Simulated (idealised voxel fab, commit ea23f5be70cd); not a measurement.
Process module, titled voxel self aligned contacts
This is section cut - it's 200 nm across, gridded in 5 nm square cells.
Heads up, the way a cross-section reads in here is a grid of square cells, handed over as bands from the top down, with every band being one or more rows of cells. Basically the band line says how high the top is and how high the bottom is, in nm, and then what's in it from left to right, every material with its width in nm. Empty space shows up as "blank", and if a single material carries "everywhere" it runs the full band edge to edge. Counting heights begins at 0, where everything beneath is, in the wafer as received, one material. The lowest band has no bottom; it goes on downwards, as "z 0 and below" shows. So if you see something like "30->40" for the width, read it as the top row of the band sitting at the first number and the bottom row at the second, with every row in between moving by the same amount as the last. "nothing different" means the step left every cell of the cross-section as it was. Any empty space of 8 cells or more lacking an open way to the top shows up in "Enclosed cavity list" as width x height at distance, distance from the left edge, in nm. Formally, on a step line, whatever follows the settings is a remark that the simulator itself makes on the step. A step line may carry the setting "overlay nm", which, for steps involving a mask, states the distance by which the mask lay to the right of its intended position; negative values denote displacement to the left. Reading key. Pairs: pre-step and post-step cross-section, one process step apart; post-step view only to lowest changed band. Step between + settings: beneath pair. Runs: pairs may be from different runs of this module, same starting wafer. Continuation from pair above: only where "Geometry before processing" entry says.

## Geometry before processing
z 0 and below | Si everywhere
Enclosed cavity list: none

## Section, Post-Step
z 0 to -5 | SiO2 everywhere
All layers under -5 are left as they were.
Enclosed cavity list: none
Relating the two cross-sections above, the step in between is OXIDIZE,depth nm 5

Geometry before processing: it's just the after picture from the pair right above this one.

## Section, Post-Step
z 30 to 0 | polySi everywhere
All layers under 0 are left as they were.
Enclosed cavity list: none
Relating the two cross-sections above, the step in between is DIRECTIONAL_DEP,material polySi,thk nm 30

Geometry before processing: it's just the after picture from the pair right above this one.

## Section, Post-Step
z 50 to 30 | SiN everywhere
All layers under 30 are left as they were.
Enclosed cavity list: none
Relating the two cross-sections above, the step in between is DIRECTIONAL_DEP,material SiN,thk nm 20

Geometry before processing: it's just the after picture from the pair right above this one.

## Section, Post-Step
z 65 to 50 | aC everywhere
All layers under 50 are left as they were.
Enclosed cavity list: none
Relating the two cross-sections above, the step in between is DIRECTIONAL_DEP,material aC,thk nm 15

Geometry before processing: it's just the after picture from the pair right above this one.

## Section, Post-Step
z 100 to 65 | 25 nm blank | 25 nm resist | 35 nm blank | 25 nm resist | 35 nm blank | 25 nm resist | 30 nm blank
All layers under 65 are left as they were.
Enclosed cavity list: none
Relating the two cross-sections above, the step in between is PATTERN,tone cover,mask id GATE,material resist,width nm 25,pitch nm 60,thk nm 35,overlay nm 0

Geometry before processing: it's just the after picture from the pair right above this one.

## Section, Post-Step
z 85 to 65 | 25 nm blank | 25 nm resist | 35 nm blank | 25 nm resist | 35 nm blank | 25 nm resist | 30 nm blank
z 65 to 50 | 25 nm blank | 25 nm aC | 35 nm blank | 25 nm aC | 35 nm blank | 25 nm aC | 30 nm blank
All layers under 50 are left as they were.
Enclosed cavity list: none
Relating the two cross-sections above, the step in between is DIRECTIONAL_ETCH,etch materials aC,depth nm 15

Geometry before processing: it's just the after picture from the pair right above this one.

## Section, Post-Step
z 65 to 50 | 25 nm blank | 25 nm aC | 35 nm blank | 25 nm aC | 35 nm blank | 25 nm aC | 30 nm blank
All layers under 50 are left as they were.
Enclosed cavity list: none
Relating the two cross-sections above, the step in between is STRIP,etch materials resist

Geometry before processing: it's just the after picture from the pair right above this one.

## Section, Post-Step
z 65 to 50 | 25 nm blank | 25 nm aC | 35 nm blank | 25 nm aC | 35 nm blank | 25 nm aC | 30 nm blank
z 50 to 30 | 25 nm blank | 25 nm SiN | 35 nm blank | 25 nm SiN | 35 nm blank | 25 nm SiN | 30 nm blank
All layers under 30 are left as they were.
Enclosed cavity list: none
Relating the two cross-sections above, the step in between is DIRECTIONAL_ETCH,etch materials SiN,depth nm 20

Geometry before processing: it's just the after picture from the pair right above this one.

## Section, Post-Step
z 65 to 50 | 25 nm blank | 25 nm aC | 35 nm blank | 25 nm aC | 35 nm blank | 25 nm aC | 30 nm blank
z 50 to 30 | 25 nm blank | 25 nm SiN | 35 nm blank | 25 nm SiN | 35 nm blank | 25 nm SiN | 30 nm blank
z 30 to 0 | 25 nm blank | 25 nm polySi | 35 nm blank | 25 nm polySi | 35 nm blank | 25 nm polySi | 30 nm blank
All layers under 0 are left as they were.
Enclosed cavity list: none
Relating the two cross-sections above, the step in between is DIRECTIONAL_ETCH,etch materials polySi,depth nm 30

Geometry before processing: it's just the after picture from the pair right above this one.

## Section, Post-Step
z 50 to 30 | 25 nm blank | 25 nm SiN | 35 nm blank | 25 nm SiN | 35 nm blank | 25 nm SiN | 30 nm blank
All layers under 30 are left as they were.
Enclosed cavity list: none
Relating the two cross-sections above, the step in between is STRIP,etch materials aC

Geometry before processing: it's just the after picture from the pair right above this one.

## Section, Post-Step
z 60 to 30 | 15 nm blank | 45 nm SiN | 15 nm blank | 45 nm SiN | 15 nm blank | 45 nm SiN | 20 nm blank
z 30 to 10 | 15 nm blank | 10 nm SiN | 25 nm polySi | 10 nm SiN | 15 nm blank | 10 nm SiN | 25 nm polySi | 10 nm SiN | 15 nm blank | 10 nm SiN | 25 nm polySi | 10 nm SiN | 20 nm blank
z 10 to 0 | 25 nm SiN | 25 nm polySi | 35 nm SiN | 25 nm polySi | 35 nm SiN | 25 nm polySi | 30 nm SiN
All layers under 0 are left as they were.
Enclosed cavity list: none
Relating the two cross-sections above, the step in between is CONFORMAL_DEP,material SiN,thk nm 10

Geometry before processing: it's just the after picture from the pair right above this one.

## Section, Post-Step
z 50 to 30 | 15 nm blank | 45 nm SiN | 15 nm blank | 45 nm SiN | 15 nm blank | 45 nm SiN | 20 nm blank
z 30 to 0 | 15 nm blank | 10 nm SiN | 25 nm polySi | 10 nm SiN | 15 nm blank | 10 nm SiN | 25 nm polySi | 10 nm SiN | 15 nm blank | 10 nm SiN | 25 nm polySi | 10 nm SiN | 20 nm blank
All layers under 0 are left as they were.
Enclosed cavity list: none
Relating the two cross-sections above, the step in between is DIRECTIONAL_ETCH,etch materials SiN,depth nm 10

Geometry before processing: it's just the after picture from the pair right above this one.

## Section, Post-Step
z 70 to 50 | SiO2 everywhere
z 50 to 30 | 15 nm SiO2 | 45 nm SiN | 15 nm SiO2 | 45 nm SiN | 15 nm SiO2 | 45 nm SiN | 20 nm SiO2
z 30 to 0 | 15 nm SiO2 | 10 nm SiN | 25 nm polySi | 10 nm SiN | 15 nm SiO2 | 10 nm SiN | 25 nm polySi | 10 nm SiN | 15 nm SiO2 | 10 nm SiN | 25 nm polySi | 10 nm SiN | 20 nm SiO2
All layers under 0 are left as they were.
Enclosed cavity list: none
Relating the two cross-sections above, the step in between is FILL_DEP,material SiO2,thk nm 20

Geometry before processing: it's just the after picture from the pair right above this one.

## Section, Post-Step
z 60 to 50 | SiO2 everywhere
All layers under 50 are left as they were.
Enclosed cavity list: none
Relating the two cross-sections above, the step in between is CMP,height nm 60

Geometry before processing: it's just the after picture from the pair right above this one.

## Section, Post-Step
z 75 to 60 | 45 nm resist | 45 nm blank | 15 nm resist | 45 nm blank | 50 nm resist
All layers under 60 are left as they were.
Enclosed cavity list: none
Relating the two cross-sections above, the step in between is PATTERN,tone open,mask id CONTACT,material resist,width nm 45,pitch nm 60,thk nm 15,overlay nm 0

Geometry before processing: it's just the after picture from the pair right above this one.

## Section, Post-Step
z 75 to 60 | 45 nm resist | 45 nm blank | 15 nm resist | 45 nm blank | 50 nm resist
z 60 to 50 | 45 nm SiO2 | 45 nm blank | 15 nm SiO2 | 45 nm blank | 50 nm SiO2
z 50 to 30 | 15 nm SiO2 | 45 nm SiN | 15 nm blank | 45 nm SiN | 15 nm blank | 45 nm SiN | 20 nm SiO2
z 30 to 0 | 15 nm SiO2 | 10 nm SiN | 25 nm polySi | 10 nm SiN | 15 nm blank | 10 nm SiN | 25 nm polySi | 10 nm SiN | 15 nm blank | 10 nm SiN | 25 nm polySi | 10 nm SiN | 20 nm SiO2
z 0 to -5 | 60 nm SiO2 | 15 nm blank | 45 nm SiO2 | 15 nm blank | 65 nm SiO2
All layers under -5 are left as they were.
Enclosed cavity list: none
Relating the two cross-sections above, the step in between is DIRECTIONAL_ETCH,etch materials SiO2,depth nm 65

Geometry before processing: it's just the after picture from the pair right above this one.

## Section, Post-Step
z 60 to 50 | 45 nm SiO2 | 45 nm blank | 15 nm SiO2 | 45 nm blank | 50 nm SiO2
All layers under 50 are left as they were.
Enclosed cavity list: none
Relating the two cross-sections above, the step in between is STRIP,etch materials resist

Geometry before processing: it's just the after picture from the pair right above this one.

## Section, Post-Step
z 65 to 60 | 50 nm TiN | 35 nm blank | 25 nm TiN | 35 nm blank | 55 nm TiN
z 60 to 50 | 45 nm SiO2 | 5->20 nm TiN | 35->5 nm blank | 5->20 nm TiN | 15 nm SiO2 | 5->20 nm TiN | 35->5 nm blank | 5->20 nm TiN | 50 nm SiO2
z 50 to 30 | 15 nm SiO2 | 45 nm SiN | 5 nm TiN | 5 nm blank | 5 nm TiN | 45 nm SiN | 5 nm TiN | 5 nm blank | 5 nm TiN | 45 nm SiN | 20 nm SiO2
z 30 to 0 | 15 nm SiO2 | 10 nm SiN | 25 nm polySi | 10 nm SiN | 5 nm TiN | 5 nm blank | 5 nm TiN | 10 nm SiN | 25 nm polySi | 10 nm SiN | 5 nm TiN | 5 nm blank | 5 nm TiN | 10 nm SiN | 25 nm polySi | 10 nm SiN | 20 nm SiO2
z 0 to -5 | 60 nm SiO2 | 15 nm TiN | 45 nm SiO2 | 15 nm TiN | 65 nm SiO2
All layers under -5 are left as they were.
Enclosed cavity list: none
Relating the two cross-sections above, the step in between is CONFORMAL_DEP,material TiN,thk nm 5

Geometry before processing: it's just the after picture from the pair right above this one.

## Section, Post-Step
z 75 to 65 | Ru everywhere
z 65 to 60 | 50 nm TiN | 35 nm Ru | 25 nm TiN | 35 nm Ru | 55 nm TiN
z 60 to 50 | 45 nm SiO2 | 5->20 nm TiN | 35->5 nm Ru | 5->20 nm TiN | 15 nm SiO2 | 5->20 nm TiN | 35->5 nm Ru | 5->20 nm TiN | 50 nm SiO2
z 50 to 30 | 15 nm SiO2 | 45 nm SiN | 5 nm TiN | 5 nm Ru | 5 nm TiN | 45 nm SiN | 5 nm TiN | 5 nm Ru | 5 nm TiN | 45 nm SiN | 20 nm SiO2
z 30 to 0 | 15 nm SiO2 | 10 nm SiN | 25 nm polySi | 10 nm SiN | 5 nm TiN | 5 nm Ru | 5 nm TiN | 10 nm SiN | 25 nm polySi | 10 nm SiN | 5 nm TiN | 5 nm Ru | 5 nm TiN | 10 nm SiN | 25 nm polySi | 10 nm SiN | 20 nm SiO2
All layers under 0 are left as they were.
Enclosed cavity list: none
Relating the two cross-sections above, the step in between is FILL_DEP,material Ru,thk nm 10

Geometry before processing: it's just the after picture from the pair right above this one.

## Section, Post-Step
z 60 to 50 | 45 nm SiO2 | 5->20 nm TiN | 35->5 nm Ru | 5->20 nm TiN | 15 nm SiO2 | 5->20 nm TiN | 35->5 nm Ru | 5->20 nm TiN | 50 nm SiO2
All layers under 50 are left as they were.
Enclosed cavity list: none
Relating the two cross-sections above, the step in between is CMP,height nm 60

Geometry before processing: it's just the after picture from the pair right above this one.

## Section, Post-Step
z 65 to 60 | SiCN everywhere
All layers under 60 are left as they were.
Enclosed cavity list: none
Relating the two cross-sections above, the step in between is CONFORMAL_DEP,material SiCN,thk nm 5

## Geometry before processing
z 50 to 30 | 25 nm blank | 25 nm SiN | 35 nm blank | 25 nm SiN | 35 nm blank | 25 nm SiN | 30 nm blank
z 30 to 0 | 25 nm blank | 25 nm polySi | 35 nm blank | 25 nm polySi | 35 nm blank | 25 nm polySi | 30 nm blank
z 0 to -5 | SiO2 everywhere
z -5 and below | Si everywhere
Enclosed cavity list: none

## Section, Post-Step
z 40 to 30 | 25 nm blank | 25 nm SiN | 35 nm blank | 25 nm SiN | 35 nm blank | 25 nm SiN | 30 nm blank
All layers under 30 are left as they were.
Enclosed cavity list: none
Relating the two cross-sections above, the step in between is DIRECTIONAL_ETCH,etch materials SiN,depth nm 10

Geometry before processing: it's just the after picture from the pair right above this one.

## Section, Post-Step
z 60 to 40 | SiO2 everywhere
z 40 to 30 | 25 nm SiO2 | 25 nm SiN | 35 nm SiO2 | 25 nm SiN | 35 nm SiO2 | 25 nm SiN | 30 nm SiO2
z 30 to 0 | 25 nm SiO2 | 25 nm polySi | 35 nm SiO2 | 25 nm polySi | 35 nm SiO2 | 25 nm polySi | 30 nm SiO2
All layers under 0 are left as they were.
Enclosed cavity list: none
Relating the two cross-sections above, the step in between is FILL_DEP,material SiO2,thk nm 20

Geometry before processing: it's just the after picture from the pair right above this one.

## Section, Post-Step
z 75 to 60 | 45 nm resist | 45 nm blank | 15 nm resist | 45 nm blank | 50 nm resist
All layers under 60 are left as they were.
Enclosed cavity list: none
Relating the two cross-sections above, the step in between is PATTERN,tone open,mask id CONTACT,material resist,width nm 45,pitch nm 60,thk nm 15,overlay nm 0

Geometry before processing: it's just the after picture from the pair right above this one.

## Section, Post-Step
z 75 to 60 | 45 nm resist | 45 nm blank | 15 nm resist | 45 nm blank | 50 nm resist
z 60 to 40 | 45 nm SiO2 | 45 nm blank | 15 nm SiO2 | 45 nm blank | 50 nm SiO2
z 40 to 30 | 25 nm SiO2 | 25 nm SiN | 35 nm blank | 25 nm SiN | 35 nm blank | 25 nm SiN | 30 nm SiO2
z 30 to 0 | 25 nm SiO2 | 25 nm polySi | 35 nm blank | 25 nm polySi | 35 nm blank | 25 nm polySi | 30 nm SiO2
z 0 to -5 | 50 nm SiO2 | 35 nm blank | 25 nm SiO2 | 35 nm blank | 55 nm SiO2
All layers under -5 are left as they were.
Enclosed cavity list: none
Relating the two cross-sections above, the step in between is DIRECTIONAL_ETCH,etch materials SiO2,depth nm 65

Geometry before processing: it's just the after picture from the pair right above this one.

## Section, Post-Step
z 60 to 40 | 45 nm SiO2 | 45 nm blank | 15 nm SiO2 | 45 nm blank | 50 nm SiO2
All layers under 40 are left as they were.
Enclosed cavity list: none
Relating the two cross-sections above, the step in between is STRIP,etch materials resist

Geometry before processing: it's just the after picture from the pair right above this one.

## Section, Post-Step
z 65 to 60 | 50 nm TiN | 35 nm blank | 25 nm TiN | 35 nm blank | 55 nm TiN
z 60 to 45 | 45 nm SiO2 | 5 nm TiN | 35 nm blank | 5 nm TiN | 15 nm SiO2 | 5 nm TiN | 35 nm blank | 5 nm TiN | 50 nm SiO2
z 45 to 40 | 45 nm SiO2 | 10 nm TiN | 25 nm blank | 10 nm TiN | 15 nm SiO2 | 10 nm TiN | 25 nm blank | 10 nm TiN | 50 nm SiO2
z 40 to 30 | 25 nm SiO2 | 25 nm SiN | 5 nm TiN | 25 nm blank | 5 nm TiN | 25 nm SiN | 5 nm TiN | 25 nm blank | 5 nm TiN | 25 nm SiN | 30 nm SiO2
z 30 to 0 | 25 nm SiO2 | 25 nm polySi | 5 nm TiN | 25 nm blank | 5 nm TiN | 25 nm polySi | 5 nm TiN | 25 nm blank | 5 nm TiN | 25 nm polySi | 30 nm SiO2
z 0 to -5 | 50 nm SiO2 | 35 nm TiN | 25 nm SiO2 | 35 nm TiN | 55 nm SiO2
All layers under -5 are left as they were.
Enclosed cavity list: none
Relating the two cross-sections above, the step in between is CONFORMAL_DEP,material TiN,thk nm 5

Geometry before processing: it's just the after picture from the pair right above this one.

## Section, Post-Step
z 75 to 65 | Ru everywhere
z 65 to 60 | 50 nm TiN | 35 nm Ru | 25 nm TiN | 35 nm Ru | 55 nm TiN
z 60 to 45 | 45 nm SiO2 | 5 nm TiN | 35 nm Ru | 5 nm TiN | 15 nm SiO2 | 5 nm TiN | 35 nm Ru | 5 nm TiN | 50 nm SiO2
z 45 to 40 | 45 nm SiO2 | 10 nm TiN | 25 nm Ru | 10 nm TiN | 15 nm SiO2 | 10 nm TiN | 25 nm Ru | 10 nm TiN | 50 nm SiO2
z 40 to 30 | 25 nm SiO2 | 25 nm SiN | 5 nm TiN | 25 nm Ru | 5 nm TiN | 25 nm SiN | 5 nm TiN | 25 nm Ru | 5 nm TiN | 25 nm SiN | 30 nm SiO2
z 30 to 0 | 25 nm SiO2 | 25 nm polySi | 5 nm TiN | 25 nm Ru | 5 nm TiN | 25 nm polySi | 5 nm TiN | 25 nm Ru | 5 nm TiN | 25 nm polySi | 30 nm SiO2
All layers under 0 are left as they were.
Enclosed cavity list: none
Relating the two cross-sections above, the step in between is FILL_DEP,material Ru,thk nm 10

Geometry before processing: it's just the after picture from the pair right above this one.

## Section, Post-Step
z 60 to 45 | 45 nm SiO2 | 5 nm TiN | 35 nm Ru | 5 nm TiN | 15 nm SiO2 | 5 nm TiN | 35 nm Ru | 5 nm TiN | 50 nm SiO2
All layers under 45 are left as they were.
Enclosed cavity list: none
Relating the two cross-sections above, the step in between is CMP,height nm 60

Geometry before processing: it's just the after picture from the pair right above this one.

## Section, Post-Step
z 65 to 60 | SiCN everywhere
All layers under 60 are left as they were.
Enclosed cavity list: none
Relating the two cross-sections above, the step in between is CONFORMAL_DEP,material SiCN,thk nm 5

## Geometry before processing
z 50 to 30 | SiN everywhere
z 30 to 0 | polySi everywhere
z 0 to -5 | SiO2 everywhere
z -5 and below | Si everywhere
Enclosed cavity list: none

## Section, Post-Step
z 70 to 30 | SiN everywhere
All layers under 30 are left as they were.
Enclosed cavity list: none
Relating the two cross-sections above, the step in between is DIRECTIONAL_DEP,material SiN,thk nm 20

Geometry before processing: it's just the after picture from the pair right above this one.

## Section, Post-Step
z 85 to 70 | aC everywhere
All layers under 70 are left as they were.
Enclosed cavity list: none
Relating the two cross-sections above, the step in between is DIRECTIONAL_DEP,material aC,thk nm 15

Geometry before processing: it's just the after picture from the pair right above this one.

## Section, Post-Step
z 120 to 85 | 25 nm blank | 25 nm resist | 35 nm blank | 25 nm resist | 35 nm blank | 25 nm resist | 30 nm blank
All layers under 85 are left as they were.
Enclosed cavity list: none
Relating the two cross-sections above, the step in between is PATTERN,tone cover,mask id GATE,material resist,width nm 25,pitch nm 60,thk nm 35,overlay nm 0

Geometry before processing: it's just the after picture from the pair right above this one.

## Section, Post-Step
z 105 to 85 | 25 nm blank | 25 nm resist | 35 nm blank | 25 nm resist | 35 nm blank | 25 nm resist | 30 nm blank
z 85 to 70 | 25 nm blank | 25 nm aC | 35 nm blank | 25 nm aC | 35 nm blank | 25 nm aC | 30 nm blank
All layers under 70 are left as they were.
Enclosed cavity list: none
Relating the two cross-sections above, the step in between is DIRECTIONAL_ETCH,etch materials aC,depth nm 15

Geometry before processing: it's just the after picture from the pair right above this one.

## Section, Post-Step
z 85 to 70 | 25 nm blank | 25 nm aC | 35 nm blank | 25 nm aC | 35 nm blank | 25 nm aC | 30 nm blank
All layers under 70 are left as they were.
Enclosed cavity list: none
Relating the two cross-sections above, the step in between is STRIP,etch materials resist

Geometry before processing: it's just the after picture from the pair right above this one.

## Section, Post-Step
z 85 to 70 | 25 nm blank | 25 nm aC | 35 nm blank | 25 nm aC | 35 nm blank | 25 nm aC | 30 nm blank
z 70 to 50 | 25 nm blank | 25 nm SiN | 35 nm blank | 25 nm SiN | 35 nm blank | 25 nm SiN | 30 nm blank
All layers under 50 are left as they were.
Enclosed cavity list: none
Relating the two cross-sections above, the step in between is DIRECTIONAL_ETCH,etch materials SiN,depth nm 20

Geometry before processing: it's just the after picture from the pair right above this one.

## Section, Post-Step
z 70 to 50 | 25 nm blank | 25 nm SiN | 35 nm blank | 25 nm SiN | 35 nm blank | 25 nm SiN | 30 nm blank
All layers under 50 are left as they were.
Enclosed cavity list: none
Relating the two cross-sections above, the step in between is STRIP,etch materials aC

Geometry before processing: it's just the after picture from the pair right above this one.

## Section, Post-Step
z 80 to 60 | 15 nm blank | 45 nm SiN | 15 nm blank | 45 nm SiN | 15 nm blank | 45 nm SiN | 20 nm blank
z 60 to 30 | SiN everywhere
All layers under 30 are left as they were.
Enclosed cavity list: none
Relating the two cross-sections above, the step in between is CONFORMAL_DEP,material SiN,thk nm 10

Geometry before processing: it's just the after picture from the pair right above this one.

## Section, Post-Step
z 70 to 50 | 15 nm blank | 45 nm SiN | 15 nm blank | 45 nm SiN | 15 nm blank | 45 nm SiN | 20 nm blank
All layers under 50 are left as they were.
Enclosed cavity list: none
Relating the two cross-sections above, the step in between is DIRECTIONAL_ETCH,etch materials SiN,depth nm 10

Geometry before processing: it's just the after picture from the pair right above this one.

## Section, Post-Step
z 90 to 70 | SiO2 everywhere
z 70 to 50 | 15 nm SiO2 | 45 nm SiN | 15 nm SiO2 | 45 nm SiN | 15 nm SiO2 | 45 nm SiN | 20 nm SiO2
All layers under 50 are left as they were.
Enclosed cavity list: none
Relating the two cross-sections above, the step in between is FILL_DEP,material SiO2,thk nm 20

Geometry before processing: it's just the after picture from the pair right above this one.

## Section, Post-Step
z 60 to 50 | 15 nm SiO2 | 45 nm SiN | 15 nm SiO2 | 45 nm SiN | 15 nm SiO2 | 45 nm SiN | 20 nm SiO2
All layers under 50 are left as they were.
Enclosed cavity list: none
Relating the two cross-sections above, the step in between is CMP,height nm 60

Geometry before processing: it's just the after picture from the pair right above this one.

## Section, Post-Step
z 75 to 60 | 45 nm resist | 45 nm blank | 15 nm resist | 45 nm blank | 50 nm resist
All layers under 60 are left as they were.
Enclosed cavity list: none
Relating the two cross-sections above, the step in between is PATTERN,tone open,mask id CONTACT,material resist,width nm 45,pitch nm 60,thk nm 15,overlay nm 0

Geometry before processing: it's just the after picture from the pair right above this one.

## Section, Post-Step
z 75 to 60 | 45 nm resist | 45 nm blank | 15 nm resist | 45 nm blank | 50 nm resist
z 60 to 50 | 15 nm SiO2 | 45 nm SiN | 15 nm blank | 45 nm SiN | 15 nm blank | 45 nm SiN | 20 nm SiO2
All layers under 50 are left as they were.
Enclosed cavity list: none
Relating the two cross-sections above, the step in between is DIRECTIONAL_ETCH,etch materials SiO2,depth nm 65

Geometry before processing: it's just the after picture from the pair right above this one.

## Section, Post-Step
z 60 to 50 | 15 nm SiO2 | 45 nm SiN | 15 nm blank | 45 nm SiN | 15 nm blank | 45 nm SiN | 20 nm SiO2
All layers under 50 are left as they were.
Enclosed cavity list: none
Relating the two cross-sections above, the step in between is STRIP,etch materials resist

Geometry before processing: it's just the after picture from the pair right above this one.

## Section, Post-Step
z 65 to 60 | 65 nm TiN | 5 nm blank | 55 nm TiN | 5 nm blank | 70 nm TiN
z 60 to 55 | 15 nm SiO2 | 45 nm SiN | 5 nm TiN | 5 nm blank | 5 nm TiN | 45 nm SiN | 5 nm TiN | 5 nm blank | 5 nm TiN | 45 nm SiN | 20 nm SiO2
z 55 to 50 | 15 nm SiO2 | 45 nm SiN | 15 nm TiN | 45 nm SiN | 15 nm TiN | 45 nm SiN | 20 nm SiO2
All layers under 50 are left as they were.
Enclosed cavity list: none
Relating the two cross-sections above, the step in between is CONFORMAL_DEP,material TiN,thk nm 5

Geometry before processing: it's just the after picture from the pair right above this one.

## Section, Post-Step
z 75 to 65 | Ru everywhere
z 65 to 60 | 65 nm TiN | 5 nm Ru | 55 nm TiN | 5 nm Ru | 70 nm TiN
z 60 to 55 | 15 nm SiO2 | 45 nm SiN | 5 nm TiN | 5 nm Ru | 5 nm TiN | 45 nm SiN | 5 nm TiN | 5 nm Ru | 5 nm TiN | 45 nm SiN | 20 nm SiO2
All layers under 55 are left as they were.
Enclosed cavity list: none
Relating the two cross-sections above, the step in between is FILL_DEP,material Ru,thk nm 10

Geometry before processing: it's just the after picture from the pair right above this one.

## Section, Post-Step
z 60 to 55 | 15 nm SiO2 | 45 nm SiN | 5 nm TiN | 5 nm Ru | 5 nm TiN | 45 nm SiN | 5 nm TiN | 5 nm Ru | 5 nm TiN | 45 nm SiN | 20 nm SiO2
All layers under 55 are left as they were.
Enclosed cavity list: none
Relating the two cross-sections above, the step in between is CMP,height nm 60

Geometry before processing: it's just the after picture from the pair right above this one.

## Section, Post-Step
z 65 to 60 | SiCN everywhere
All layers under 60 are left as they were.
Enclosed cavity list: none
Relating the two cross-sections above, the step in between is CONFORMAL_DEP,material SiCN,thk nm 5

## Geometry before processing
z 0 and below | Si everywhere
Enclosed cavity list: none

## Section, Post-Step
z 30 to 0 | polySi everywhere
All layers under 0 are left as they were.
Enclosed cavity list: none
Relating the two cross-sections above, the step in between is DIRECTIONAL_DEP,material polySi,thk nm 30

Geometry before processing: it's just the after picture from the pair right above this one.

## Section, Post-Step
z 30 to 25 | SiO2 everywhere
All layers under 25 are left as they were.
Enclosed cavity list: none
Relating the two cross-sections above, the step in between is OXIDIZE,depth nm 5

Geometry before processing: it's just the after picture from the pair right above this one.

## Section, Post-Step
z 50 to 30 | SiN everywhere
All layers under 30 are left as they were.
Enclosed cavity list: none
Relating the two cross-sections above, the step in between is DIRECTIONAL_DEP,material SiN,thk nm 20

Geometry before processing: it's just the after picture from the pair right above this one.

## Section, Post-Step
z 65 to 50 | aC everywhere
All layers under 50 are left as they were.
Enclosed cavity list: none
Relating the two cross-sections above, the step in between is DIRECTIONAL_DEP,material aC,thk nm 15

Geometry before processing: it's just the after picture from the pair right above this one.

## Section, Post-Step
z 100 to 65 | 25 nm blank | 25 nm resist | 35 nm blank | 25 nm resist | 35 nm blank | 25 nm resist | 30 nm blank
All layers under 65 are left as they were.
Enclosed cavity list: none
Relating the two cross-sections above, the step in between is PATTERN,tone cover,mask id GATE,material resist,width nm 25,pitch nm 60,thk nm 35,overlay nm 0

Geometry before processing: it's just the after picture from the pair right above this one.

## Section, Post-Step
z 85 to 65 | 25 nm blank | 25 nm resist | 35 nm blank | 25 nm resist | 35 nm blank | 25 nm resist | 30 nm blank
z 65 to 50 | 25 nm blank | 25 nm aC | 35 nm blank | 25 nm aC | 35 nm blank | 25 nm aC | 30 nm blank
All layers under 50 are left as they were.
Enclosed cavity list: none
Relating the two cross-sections above, the step in between is DIRECTIONAL_ETCH,etch materials aC,depth nm 15

Geometry before processing: it's just the after picture from the pair right above this one.

## Section, Post-Step
z 65 to 50 | 25 nm blank | 25 nm aC | 35 nm blank | 25 nm aC | 35 nm blank | 25 nm aC | 30 nm blank
All layers under 50 are left as they were.
Enclosed cavity list: none
Relating the two cross-sections above, the step in between is STRIP,etch materials resist

Geometry before processing: it's just the after picture from the pair right above this one.

## Section, Post-Step
z 65 to 50 | 25 nm blank | 25 nm aC | 35 nm blank | 25 nm aC | 35 nm blank | 25 nm aC | 30 nm blank
z 50 to 30 | 25 nm blank | 25 nm SiN | 35 nm blank | 25 nm SiN | 35 nm blank | 25 nm SiN | 30 nm blank
All layers under 30 are left as they were.
Enclosed cavity list: none
Relating the two cross-sections above, the step in between is DIRECTIONAL_ETCH,etch materials SiN,depth nm 20

Geometry before processing: it's just the after picture from the pair right above this one.

## Section, Post-Step
z 50 to 30 | 25 nm blank | 25 nm SiN | 35 nm blank | 25 nm SiN | 35 nm blank | 25 nm SiN | 30 nm blank
All layers under 30 are left as they were.
Enclosed cavity list: none
Relating the two cross-sections above, the step in between is STRIP,etch materials aC

Geometry before processing: it's just the after picture from the pair right above this one.

## Section, Post-Step
z 60 to 40 | 15 nm blank | 45 nm SiN | 15 nm blank | 45 nm SiN | 15 nm blank | 45 nm SiN | 20 nm blank
z 40 to 30 | SiN everywhere
All layers under 30 are left as they were.
Enclosed cavity list: none
Relating the two cross-sections above, the step in between is CONFORMAL_DEP,material SiN,thk nm 10

Geometry before processing: it's just the after picture from the pair right above this one.

## Section, Post-Step
z 50 to 30 | 15 nm blank | 45 nm SiN | 15 nm blank | 45 nm SiN | 15 nm blank | 45 nm SiN | 20 nm blank
All layers under 30 are left as they were.
Enclosed cavity list: none
Relating the two cross-sections above, the step in between is DIRECTIONAL_ETCH,etch materials SiN,depth nm 10

Geometry before processing: it's just the after picture from the pair right above this one.

## Section, Post-Step
z 70 to 50 | SiO2 everywhere
z 50 to 30 | 15 nm SiO2 | 45 nm SiN | 15 nm SiO2 | 45 nm SiN | 15 nm SiO2 | 45 nm SiN | 20 nm SiO2
All layers under 30 are left as they were.
Enclosed cavity list: none
Relating the two cross-sections above, the step in between is FILL_DEP,material SiO2,thk nm 20

Geometry before processing: it's just the after picture from the pair right above this one.

## Section, Post-Step
z 60 to 50 | SiO2 everywhere
All layers under 50 are left as they were.
Enclosed cavity list: none
Relating the two cross-sections above, the step in between is CMP,height nm 60

Geometry before processing: it's just the after picture from the pair right above this one.

## Section, Post-Step
z 75 to 60 | 45 nm resist | 45 nm blank | 15 nm resist | 45 nm blank | 50 nm resist
All layers under 60 are left as they were.
Enclosed cavity list: none
Relating the two cross-sections above, the step in between is PATTERN,tone open,mask id CONTACT,material resist,width nm 45,pitch nm 60,thk nm 15,overlay nm 0

Geometry before processing: it's just the after picture from the pair right above this one.

## Section, Post-Step
z 75 to 60 | 45 nm resist | 45 nm blank | 15 nm resist | 45 nm blank | 50 nm resist
z 60 to 50 | 45 nm SiO2 | 45 nm blank | 15 nm SiO2 | 45 nm blank | 50 nm SiO2
z 50 to 30 | 15 nm SiO2 | 45 nm SiN | 15 nm blank | 45 nm SiN | 15 nm blank | 45 nm SiN | 20 nm SiO2
z 30 to 25 | 60 nm SiO2 | 15 nm blank | 45 nm SiO2 | 15 nm blank | 65 nm SiO2
All layers under 25 are left as they were.
Enclosed cavity list: none
Relating the two cross-sections above, the step in between is DIRECTIONAL_ETCH,etch materials SiO2,depth nm 65

Geometry before processing: it's just the after picture from the pair right above this one.

## Section, Post-Step
z 60 to 50 | 45 nm SiO2 | 45 nm blank | 15 nm SiO2 | 45 nm blank | 50 nm SiO2
All layers under 50 are left as they were.
Enclosed cavity list: none
Relating the two cross-sections above, the step in between is STRIP,etch materials resist
